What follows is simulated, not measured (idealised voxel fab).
This is a process module. Its name is voxel self aligned vias.
Shown is cross-section cut, with a width of 275 nm and square cells of size 5 nm.
We lay out every cross-section as a grid of square cells and spell it out in bands from the top down, where one band means one or more rows of cells. Quick guide to a band line: top height, bottom height (nm) up front; then every material left to right with its width in nm. Only one material and it's marked "full width"? Then it fills the band edge to edge. And "empty" just means empty space. Ref level 0: as-received wafer is one material below here. Bottom band extends down with no lower bound ("0 down"). Width spec "30 to 40" -> top row of cells at first value, bottom row at second value, equal per-row change in between. Where the words "everything unchanged" appear for a step, the cross-section shows no cell changed by that step; every cell remained as before. If an empty space has no open way to the top and is at least 8 cells in size, "Sealed internal voids" lists it, written width x height at distance, where distance is measured from the left edge and every value is in nm. Where a step's line continues beyond its settings, the continuation is a remark by the simulator itself on that step. Each step line may optionally specify "overlay nm", which for a step with a mask gives the rightward distance between the mask's planned place and where it lay, a negative value indicating the leftward direction.

Intended process steps
1 RECEIVE | material Si
2 CONFORMAL_DEP | material SiO2 | thk nm 10
3 CONFORMAL_DEP | material SiCN | thk nm 5
4 DIRECTIONAL_DEP | material SiO2 | thk nm 20
5 MASKED_ETCH | tone open | mask id LINES | width nm 20 | pitch nm 50 | etch materials SiO2 | depth nm 20 | overlay nm 0
6 CONFORMAL_DEP | material TiN | thk nm 5
7 FILL_DEP | material W | thk nm 10
8 CMP | height nm 35
9 SELECTIVE_ETCH | etch materials W Ru TiN | depth nm 10
10 FILL_DEP | material SiN | thk nm 10
11 CMP | height nm 35
12 DIRECTIONAL_DEP | material SiO2 | thk nm 15
13 PATTERN | tone open | mask id VIAS | material resist | width nm 30 | thk nm 15 | overlay nm -15
14 DIRECTIONAL_ETCH | etch materials SiO2 | depth nm 15
15 DIRECTIONAL_ETCH | etch materials SiN | depth nm 10
16 STRIP | etch materials resist
17 CONFORMAL_DEP | material TiN | thk nm 5
18 FILL_DEP | material Ru | thk nm 5
19 CMP | height nm 50
20 CONFORMAL_DEP | material SiN | thk nm 5
The wafers are alike at the start. At step 13, their overlay nm differs. The plan lists the first wafer's value.

As received, i.e. after step 1: cross-section through the first of several wafers
0 down  Si full width
Sealed internal voids: none

The cross-section of the first of several wafers is given below for the end of the module, after its final step, step 20
55 to 50  SiN full width
50 to 40  SiO2 80  TiN 5  Ru 20  TiN 5  SiO2 165
40 to 35  SiO2 80  TiN 30  SiO2 165
35 to 25  SiO2 100  TiN 10  SiN 10  SiO2 30  SiN 20  SiO2 105
25 to 20  SiO2 100  TiN 5  W 10  TiN 5  SiO2 30  TiN 5  W 10  TiN 5  SiO2 105
20 to 15  SiO2 100  TiN 20  SiO2 30  TiN 20  SiO2 105
15 to 10  SiCN full width
10 to 0  SiO2 full width
0 down  Si full width
Sealed internal voids: none

Wafer cross-section (last wafer, module end)
55 to 50  SiN full width
50 to 40  SiO2 110  TiN 5  Ru 20  TiN 5  SiO2 135
40 to 35  SiO2 110  TiN 30  SiO2 135
35 to 25  SiO2 100  SiN 10  TiN 10  SiO2 30  SiN 20  SiO2 105
25 to 20  SiO2 100  TiN 5  W 10  TiN 5  SiO2 30  TiN 5  W 10  TiN 5  SiO2 105
20 to 15  SiO2 100  TiN 20  SiO2 30  TiN 20  SiO2 105
15 to 10  SiCN full width
10 to 0  SiO2 full width
0 down  Si full width
Sealed internal voids: none

wafer rows; end of module; cells per material since receipt: (+) gained, (-) lost; then closed voids
overlay nm -15; +8 Ru; +55 SiCN; +67 SiN; +445 SiO2; +26 TiN; +4 W; Sealed internal voids: none
overlay nm -10; +10 Ru; +55 SiCN; +65 SiN; +445 SiO2; +26 TiN; +4 W; Sealed internal voids: none
overlay nm -5; +12 Ru; +55 SiCN; +63 SiN; +445 SiO2; +26 TiN; +4 W; Sealed internal voids: none
overlay nm 0; +12 Ru; +55 SiCN; +63 SiN; +445 SiO2; +26 TiN; +4 W; Sealed internal voids: none
overlay nm 5; +12 Ru; +55 SiCN; +63 SiN; +445 SiO2; +26 TiN; +4 W; Sealed internal voids: none
overlay nm 10; +10 Ru; +55 SiCN; +65 SiN; +445 SiO2; +26 TiN; +4 W; Sealed internal voids: none
overlay nm 15; +8 Ru; +55 SiCN; +67 SiN; +445 SiO2; +26 TiN; +4 W; Sealed internal voids: none
